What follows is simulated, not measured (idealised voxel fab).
process module | voxel self aligned vias
cross-section cut | 215 nm wide | cells 5 nm
A cross-section is a grid of square cells, given in bands from the top down. A band is one or more rows of cells.
Each band's line starts with the height of the band's top and of its bottom, in nm. Then come its materials from left to right, each with its width in nm. One material with "throughout" fills the band from edge to edge. "air" is empty space.
Height 0 is the level under which the wafer as received is all one material. The lowest band goes on downwards, as in "0 down".
A width such as "30 to 40" changes by the same amount from each row of cells to the next, from the band's top row to its bottom row.
"no change" after a step means that no cell of the cross-section changed.
closed voids: empty space of 8 cells or more with no open way to the top, each as width x height at its distance from the left edge, in nm
after a step's settings: what the simulator itself notes on the step
overlay nm, on a step with a mask: how far to the right of its planned place the mask lay; to the left if negative
plan
1 op RECEIVE | material Si
2 op CONFORMAL_DEP | material SiO2 | thk nm 10
3 op CONFORMAL_DEP | material SiCN | thk nm 5
4 op DIRECTIONAL_DEP | material lowk | thk nm 25
5 op PATTERN | tone open | mask id LINES | material resist | width nm 25 | pitch nm 55 | thk nm 20 | overlay nm 0
6 op DIRECTIONAL_ETCH | etch materials lowk | depth nm 25
7 op STRIP | etch materials resist
8 op CONFORMAL_DEP | material TiN | thk nm 5
9 op FILL_DEP | material W | thk nm 10
10 op CMP | height nm 40
11 op SELECTIVE_ETCH | etch materials W Ru TiN | depth nm 5
12 op FILL_DEP | material SiN | thk nm 5
13 op CMP | height nm 40
14 op DIRECTIONAL_DEP | material lowk | thk nm 20
15 op MASKED_ETCH | tone open | mask id VIAS | width nm 35 | pitch nm 110 | etch materials lowk | depth nm 20 | overlay nm 0
16 op MASKED_ETCH | tone open | mask id VIAS | width nm 35 | pitch nm 110 | etch materials SiN | depth nm 5 | overlay nm 0
17 op CONFORMAL_DEP | material TiN | thk nm 5
18 op FILL_DEP | material W | thk nm 10
19 op CMP | height nm 60
20 op CONFORMAL_DEP | material SiN | thk nm 5
first wafer, as planned
as received, after step 1
  0 down: Si throughout
  closed voids: none
after step 2
  10 to 0: SiO2 throughout
  below 0: unchanged
after step 3
  15 to 10: SiCN throughout
  below 10: unchanged
after step 4
  40 to 15: lowk throughout
  below 15: unchanged
after step 5
  60 to 40: resist 40 | air 25 | resist 30 | air 25 | resist 30 | air 25 | resist 40
  below 40: unchanged
after step 6
  60 to 40: resist 40 | air 25 | resist 30 | air 25 | resist 30 | air 25 | resist 40
  40 to 15: lowk 40 | air 25 | lowk 30 | air 25 | lowk 30 | air 25 | lowk 40
  below 15: unchanged
after step 7
  40 to 15: lowk 40 | air 25 | lowk 30 | air 25 | lowk 30 | air 25 | lowk 40
  below 15: unchanged
after step 8
  45 to 40: TiN 45 | air 15 | TiN 40 | air 15 | TiN 40 | air 15 | TiN 45
  40 to 20: lowk 40 | TiN 5 | air 15 | TiN 5 | lowk 30 | TiN 5 | air 15 | TiN 5 | lowk 30 | TiN 5 | air 15 | TiN 5 | lowk 40
  20 to 15: lowk 40 | TiN 25 | lowk 30 | TiN 25 | lowk 30 | TiN 25 | lowk 40
  below 15: unchanged
after step 9
  55 to 45: W throughout
  45 to 40: TiN 45 | W 15 | TiN 40 | W 15 | TiN 40 | W 15 | TiN 45
  40 to 20: lowk 40 | TiN 5 | W 15 | TiN 5 | lowk 30 | TiN 5 | W 15 | TiN 5 | lowk 30 | TiN 5 | W 15 | TiN 5 | lowk 40
  below 20: unchanged
after step 10
  40 to 20: lowk 40 | TiN 5 | W 15 | TiN 5 | lowk 30 | TiN 5 | W 15 | TiN 5 | lowk 30 | TiN 5 | W 15 | TiN 5 | lowk 40
  below 20: unchanged
after step 11
  40 to 35: lowk 40 | air 25 | lowk 30 | air 25 | lowk 30 | air 25 | lowk 40
  below 35: unchanged
after step 12
  45 to 40: SiN throughout
  40 to 35: lowk 40 | SiN 25 | lowk 30 | SiN 25 | lowk 30 | SiN 25 | lowk 40
  below 35: unchanged
after step 13
  40 to 35: lowk 40 | SiN 25 | lowk 30 | SiN 25 | lowk 30 | SiN 25 | lowk 40
  below 35: unchanged
after step 14
  60 to 40: lowk throughout
  below 40: unchanged
after step 15
  60 to 40: lowk 35 | air 35 | lowk 75 | air 35 | lowk 35
  below 40: unchanged
after step 16
  60 to 40: lowk 35 | air 35 | lowk 75 | air 35 | lowk 35
  40 to 35: lowk 40 | air 25 | lowk 30 | SiN 25 | lowk 30 | air 25 | lowk 40
  below 35: unchanged
after step 17
  65 to 60: TiN 40 | air 25 | TiN 85 | air 25 | TiN 40
  60 to 45: lowk 35 | TiN 5 | air 25 | TiN 5 | lowk 75 | TiN 5 | air 25 | TiN 5 | lowk 35
  45 to 40: lowk 35 | TiN 10 | air 15 | TiN 10 | lowk 75 | TiN 10 | air 15 | TiN 10 | lowk 35
  40 to 35: lowk 40 | TiN 25 | lowk 30 | SiN 25 | lowk 30 | TiN 25 | lowk 40
  below 35: unchanged
after step 18
  75 to 65: W throughout
  65 to 60: TiN 40 | W 25 | TiN 85 | W 25 | TiN 40
  60 to 45: lowk 35 | TiN 5 | W 25 | TiN 5 | lowk 75 | TiN 5 | W 25 | TiN 5 | lowk 35
  45 to 40: lowk 35 | TiN 10 | W 15 | TiN 10 | lowk 75 | TiN 10 | W 15 | TiN 10 | lowk 35
  below 40: unchanged
after step 19
  60 to 45: lowk 35 | TiN 5 | W 25 | TiN 5 | lowk 75 | TiN 5 | W 25 | TiN 5 | lowk 35
  below 45: unchanged
after step 20
  65 to 60: SiN throughout
  below 60: unchanged
second wafer: like start, like plan, one mistake. Through step 4 it matches the first wafer
when step 5 should have ended
  60 to 40: air 40 | resist 25 | air 30 | resist 25 | air 30 | resist 25 | air 40
  below 40: unchanged
when step 6 should have ended
  60 to 40: air 40 | resist 25 | air 30 | resist 25 | air 30 | resist 25 | air 40
  40 to 15: air 40 | lowk 25 | air 30 | lowk 25 | air 30 | lowk 25 | air 40
  below 15: unchanged
when step 7 should have ended
  40 to 15: air 40 | lowk 25 | air 30 | lowk 25 | air 30 | lowk 25 | air 40
  below 15: unchanged
when step 8 should have ended
  45 to 40: air 35 | TiN 35 | air 20 | TiN 35 | air 20 | TiN 35 | air 35
  40 to 20: air 35 | TiN 5 | lowk 25 | TiN 5 | air 20 | TiN 5 | lowk 25 | TiN 5 | air 20 | TiN 5 | lowk 25 | TiN 5 | air 35
  20 to 15: TiN 40 | lowk 25 | TiN 30 | lowk 25 | TiN 30 | lowk 25 | TiN 40
  below 15: unchanged
when step 9 should have ended
  55 to 45: W throughout
  45 to 40: W 35 | TiN 35 | W 20 | TiN 35 | W 20 | TiN 35 | W 35
  40 to 20: W 35 | TiN 5 | lowk 25 | TiN 5 | W 20 | TiN 5 | lowk 25 | TiN 5 | W 20 | TiN 5 | lowk 25 | TiN 5 | W 35
  below 20: unchanged
when step 10 should have ended
  40 to 20: W 35 | TiN 5 | lowk 25 | TiN 5 | W 20 | TiN 5 | lowk 25 | TiN 5 | W 20 | TiN 5 | lowk 25 | TiN 5 | W 35
  below 20: unchanged
when step 11 should have ended
  40 to 35: air 40 | lowk 25 | air 30 | lowk 25 | air 30 | lowk 25 | air 40
  below 35: unchanged
when step 12 should have ended
  45 to 40: SiN throughout
  40 to 35: SiN 40 | lowk 25 | SiN 30 | lowk 25 | SiN 30 | lowk 25 | SiN 40
  below 35: unchanged
when step 13 should have ended
  40 to 35: SiN 40 | lowk 25 | SiN 30 | lowk 25 | SiN 30 | lowk 25 | SiN 40
  below 35: unchanged
when step 14 should have ended
  60 to 40: lowk throughout
  below 40: unchanged
when step 15 should have ended
  60 to 40: lowk 35 | air 35 | lowk 75 | air 35 | lowk 35
  below 40: unchanged
when step 16 should have ended
  60 to 40: lowk 35 | air 35 | lowk 75 | air 35 | lowk 35
  40 to 35: SiN 35 | air 5 | lowk 25 | air 5 | SiN 25 | lowk 25 | SiN 25 | air 5 | lowk 25 | air 5 | SiN 35
  below 35: unchanged
when step 17 should have ended
  65 to 60: TiN 40 | air 25 | TiN 85 | air 25 | TiN 40
  60 to 45: lowk 35 | TiN 5 | air 25 | TiN 5 | lowk 75 | TiN 5 | air 25 | TiN 5 | lowk 35
  45 to 40: lowk 35 | TiN 35 | lowk 75 | TiN 35 | lowk 35
  40 to 35: SiN 35 | TiN 5 | lowk 25 | TiN 5 | SiN 25 | lowk 25 | SiN 25 | TiN 5 | lowk 25 | TiN 5 | SiN 35
  below 35: unchanged
when step 18 should have ended
  75 to 65: W throughout
  65 to 60: TiN 40 | W 25 | TiN 85 | W 25 | TiN 40
  60 to 45: lowk 35 | TiN 5 | W 25 | TiN 5 | lowk 75 | TiN 5 | W 25 | TiN 5 | lowk 35
  below 45: unchanged
when step 19 should have ended
  60 to 45: lowk 35 | TiN 5 | W 25 | TiN 5 | lowk 75 | TiN 5 | W 25 | TiN 5 | lowk 35
  below 45: unchanged
when step 20 should have ended
  65 to 60: SiN throughout
  below 60: unchanged
what went wrong: step 5 ran as: op PATTERN | tone cover | mask id LINES | material resist | width nm 25 | pitch nm 55 | thk nm 20 | overlay nm 0
at the end the second wafer has, in cells: 19 more of SiN | 13 more of TiN | 33 more of W | 65 fewer of lowk
